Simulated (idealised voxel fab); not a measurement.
The following process module bears the name voxel wiring stack.
Xsec cut, 265 nm wide, square cell size 5 nm.
Think of the cross-section as a grid of square cells. We describe it in bands, top to bottom, and each band covers one or more rows of those cells.
Look at the band entry: it leads with the top's height and the bottom's height in nm. Then it lists the materials left to right, with a width in nm for each. The word "all across" on a single material says that material fills the band edge to edge. The word "air" is empty space.
The level at which height equals 0 is the one under which the wafer, as it arrives, is entirely one material. No lower edge exists for the bottom band, which continues downward and is notated as in "0 -> down".
Width spec "30->40" -> top row of cells at first value, bottom row at second value, equal per-row change in between.
Any step labelled "everything unchanged" changed none of the cells in the cross-section.
Voids not open to the top, 8 cells minimum: see "Closed voids list". Written width x height at distance; distance is from the left edge; nm.
Text after the settings on a step's line: the simulator's own remark on that step.
Among the settings permitted on a step's line is "overlay nm"; applied to a step with a mask, it specifies the extent to which the mask lay to the right of its planned position, whereas a negative figure signifies a position to the left.

So here's the lineup of process steps we planned
step 1: RECEIVE with material Si
step 2: CONFORMAL_DEP with material SiO2, thk nm 10
step 3: CONFORMAL_DEP with material SiCN, thk nm 5
step 4: DIRECTIONAL_DEP with material lowk, thk nm 25
step 5: PATTERN with tone open, mask id METAL_1, material resist, width nm 20, pitch nm 45, thk nm 20, overlay nm 0
step 6: DIRECTIONAL_ETCH with etch materials lowk, depth nm 25
step 7: DIRECTIONAL_ETCH with etch materials SiCN, depth nm 5
step 8: STRIP with etch materials resist
step 9: CONFORMAL_DEP with material TiN, thk nm 5
step 10: FILL_DEP with material Cu, thk nm 10
step 11: CMP with height nm 40
step 12: CONFORMAL_DEP with material SiCN, thk nm 5
step 13: DIRECTIONAL_DEP with material lowk, thk nm 30
step 14: MASKED_ETCH with tone open, mask id METAL_2, width nm 20, pitch nm 45, etch materials lowk, depth nm 15, overlay nm 0
step 15: DIRECTIONAL_DEP with material aC, thk nm 10
step 16: PATTERN with tone open, mask id METAL_2_HOLES, material resist, width nm 15, pitch nm 45, thk nm 30, overlay nm 0
step 17: DIRECTIONAL_ETCH with etch materials aC, depth nm 10
step 18: STRIP with etch materials resist
step 19: DIRECTIONAL_ETCH with etch materials lowk, depth nm 15
step 20: DIRECTIONAL_ETCH with etch materials SiCN, depth nm 5
step 21: STRIP with etch materials aC
step 22: CONFORMAL_DEP with material TiN, thk nm 5
step 23: FILL_DEP with material Cu, thk nm 10
step 24: CMP with height nm 75
step 25: CONFORMAL_DEP with material SiCN, thk nm 5
step 26: DIRECTIONAL_DEP with material SiO2, thk nm 15
step 27: DIRECTIONAL_DEP with material aC, thk nm 15
step 28: PATTERN with tone open, mask id PLUG_2, material resist, width nm 15, pitch nm 90, thk nm 35, overlay nm 0
step 29: DIRECTIONAL_ETCH with etch materials aC, depth nm 15
step 30: STRIP with etch materials resist
step 31: DIRECTIONAL_ETCH with etch materials SiO2, depth nm 15
step 32: DIRECTIONAL_ETCH with etch materials SiCN, depth nm 5
step 33: STRIP with etch materials aC
step 34: EPI with material Ru, thk nm 10
step 35: EPI with material Ru, thk nm 10
step 36: DIRECTIONAL_DEP with material TiN, thk nm 5
step 37: DIRECTIONAL_DEP with material Ru, thk nm 25
step 38: MASKED_ETCH with tone cover, mask id METAL_3, width nm 20, pitch nm 45, etch materials Ru, depth nm 25, overlay nm 0
step 39: MASKED_ETCH with tone cover, mask id METAL_3, width nm 20, pitch nm 45, etch materials TiN, depth nm 5, overlay nm 0
step 40: FILL_DEP with material SiO2, thk nm 10
step 41: CMP with height nm 125
step 42: CONFORMAL_DEP with material SiCN, thk nm 5
step 43: DIRECTIONAL_DEP with material lowk, thk nm 25
step 44: MASKED_ETCH with tone open, mask id METAL_4_HOLES, width nm 15, pitch nm 45, etch materials lowk, depth nm 25, overlay nm 0
step 45: PATTERN with tone open, mask id METAL_4, material resist, width nm 20, pitch nm 45, thk nm 15, overlay nm 0
step 46: DIRECTIONAL_ETCH with etch materials lowk, depth nm 15
step 47: DIRECTIONAL_ETCH with etch materials SiCN, depth nm 5
step 48: STRIP with etch materials resist
step 49: CONFORMAL_DEP with material TiN, thk nm 5
step 50: FILL_DEP with material Cu, thk nm 10
step 51: CMP with height nm 155
step 52: CONFORMAL_DEP with material SiN, thk nm 5

Cross-section: wafer on arrival = after step 1
* 0 -> down | Si all across
* Closed voids list: none

Wafer cross-section at module end: first of two, run to plan
* 160 -> 155 | SiN all across
* 155 -> 145 | lowk=55 / TiN=5 / Cu=10 / TiN=5 / lowk=25 / TiN=5 / Cu=10 / TiN=5 / lowk=25 / TiN=5 / Cu=10 / TiN=5 / lowk=25 / TiN=5 / Cu=10 / TiN=5 / lowk=55
* 145 -> 140 | lowk=55 / TiN=5 / Cu=5 / TiN=10 / lowk=25 / TiN=5 / Cu=5 / TiN=10 / lowk=25 / TiN=5 / Cu=5 / TiN=10 / lowk=25 / TiN=5 / Cu=5 / TiN=10 / lowk=55
* 140 -> 130 | lowk=55 / TiN=5 / Cu=5 / TiN=5 / lowk=30 / TiN=5 / Cu=5 / TiN=5 / lowk=30 / TiN=5 / Cu=5 / TiN=5 / lowk=30 / TiN=5 / Cu=5 / TiN=5 / lowk=60
* 130 -> 125 | SiCN=55 / TiN=15 / SiCN=30 / TiN=15 / SiCN=30 / TiN=15 / SiCN=30 / TiN=15 / SiCN=60
* 125 -> 100 | SiO2=55 / Ru=20 / SiO2=25 / Ru=20 / SiO2=25 / Ru=20 / SiO2=25 / Ru=20 / SiO2=55
* 100 -> 95 | SiO2=55 / TiN=20 / SiO2=25 / TiN=20 / SiO2=25 / TiN=20 / SiO2=25 / TiN=20 / SiO2=55
* 95 -> 80 | SiO2=55 / Ru=15 / SiO2=75 / Ru=15 / SiO2=105
* 80 -> 75 | SiCN=55 / Ru=15 / SiCN=75 / Ru=15 / SiCN=105
* 75 -> 65 | lowk=55 / TiN=5 / Cu=10 / TiN=5 / lowk=25 / TiN=5 / Cu=10 / TiN=5 / lowk=25 / TiN=5 / Cu=10 / TiN=5 / lowk=25 / TiN=5 / Cu=10 / TiN=5 / lowk=55
* 65 -> 60 | lowk=55 / TiN=5 / Cu=5 / TiN=10 / lowk=25 / TiN=5 / Cu=5 / TiN=10 / lowk=25 / TiN=5 / Cu=5 / TiN=10 / lowk=25 / TiN=5 / Cu=5 / TiN=10 / lowk=55
* 60 -> 45 | lowk=55 / TiN=5 / Cu=5 / TiN=5 / lowk=30 / TiN=5 / Cu=5 / TiN=5 / lowk=30 / TiN=5 / Cu=5 / TiN=5 / lowk=30 / TiN=5 / Cu=5 / TiN=5 / lowk=60
* 45 -> 40 | SiCN=55 / TiN=15 / SiCN=30 / TiN=15 / SiCN=30 / TiN=15 / SiCN=30 / TiN=15 / SiCN=60
* 40 -> 15 | lowk=55 / TiN=5 / Cu=10 / TiN=5 / lowk=25 / TiN=5 / Cu=10 / TiN=5 / lowk=25 / TiN=5 / Cu=10 / TiN=5 / lowk=25 / TiN=5 / Cu=10 / TiN=5 / lowk=55
* 15 -> 10 | SiCN=55 / TiN=20 / SiCN=25 / TiN=20 / SiCN=25 / TiN=20 / SiCN=25 / TiN=20 / SiCN=55
* 10 -> 0 | SiO2 all across
* 0 -> down | Si all across
* Closed voids list: none

This cross-section belongs to the second wafer of two at the end of the module; the start and the plan were shared with the first, and the run included one mistake
* 160 -> 155 | SiN all across
* 155 -> 145 | lowk=55 / TiN=5 / Cu=10 / TiN=5 / lowk=25 / TiN=5 / Cu=10 / TiN=5 / lowk=25 / TiN=5 / Cu=10 / TiN=5 / lowk=25 / TiN=5 / Cu=10 / TiN=5 / lowk=55
* 145 -> 140 | lowk=55 / TiN=5 / Cu=5 / TiN=10 / lowk=25 / TiN=5 / Cu=5 / TiN=10 / lowk=25 / TiN=5 / Cu=5 / TiN=10 / lowk=25 / TiN=5 / Cu=5 / TiN=10 / lowk=55
* 140 -> 130 | lowk=55 / TiN=5 / Cu=5 / TiN=5 / lowk=30 / TiN=5 / Cu=5 / TiN=5 / lowk=30 / TiN=5 / Cu=5 / TiN=5 / lowk=30 / TiN=5 / Cu=5 / TiN=5 / lowk=60
* 130 -> 125 | SiCN=55 / TiN=15 / SiCN=30 / TiN=15 / SiCN=30 / TiN=15 / SiCN=30 / TiN=15 / SiCN=60
* 125 -> 100 | SiO2=55 / Ru=20 / SiO2=25 / Ru=20 / SiO2=25 / Ru=20 / SiO2=25 / Ru=20 / SiO2=55
* 100 -> 95 | SiO2=55 / TiN=20 / SiO2=25 / TiN=20 / SiO2=25 / TiN=20 / SiO2=25 / TiN=20 / SiO2=55
* 95 -> 80 | SiO2=55 / Ru=15 / SiO2=75 / Ru=15 / SiO2=105
* 80 -> 75 | SiCN=55 / Ru=15 / SiCN=75 / Ru=15 / SiCN=105
* 75 -> 65 | lowk=45 / TiN=5 / Cu=20 / TiN=5 / lowk=15 / TiN=5 / Cu=20 / TiN=5 / lowk=15 / TiN=5 / Cu=20 / TiN=5 / lowk=15 / TiN=5 / Cu=20 / TiN=5 / lowk=55
* 65 -> 60 | lowk=45 / TiN=30 / lowk=15 / TiN=30 / lowk=15 / TiN=30 / lowk=15 / TiN=30 / lowk=55
* 60 -> 45 | lowk=55 / TiN=5 / lowk=40 / TiN=5 / lowk=40 / TiN=5 / lowk=40 / TiN=5 / lowk=70
* 45 -> 40 | SiCN=55 / TiN=5 / SiCN=40 / TiN=5 / SiCN=40 / TiN=5 / SiCN=40 / TiN=5 / SiCN=70
* 40 -> 15 | lowk=55 / TiN=5 / Cu=10 / TiN=5 / lowk=25 / TiN=5 / Cu=10 / TiN=5 / lowk=25 / TiN=5 / Cu=10 / TiN=5 / lowk=25 / TiN=5 / Cu=10 / TiN=5 / lowk=55
* 15 -> 10 | SiCN=55 / TiN=20 / SiCN=25 / TiN=20 / SiCN=25 / TiN=20 / SiCN=25 / TiN=20 / SiCN=55
* 10 -> 0 | SiO2 all across
* 0 -> down | Si all across
* Closed voids list: none
What was the processing mistake? step 16 was run on a setting that differed from the plan, and what really ran there is PATTERN with tone open, mask id METAL_2_HOLES, material resist, width nm 15, pitch nm 45, thk nm 30, overlay nm -10
At the finish, the second wafer shows more or fewer cells for some materials than the first does: 8 more of SiCN, 8 fewer of TiN
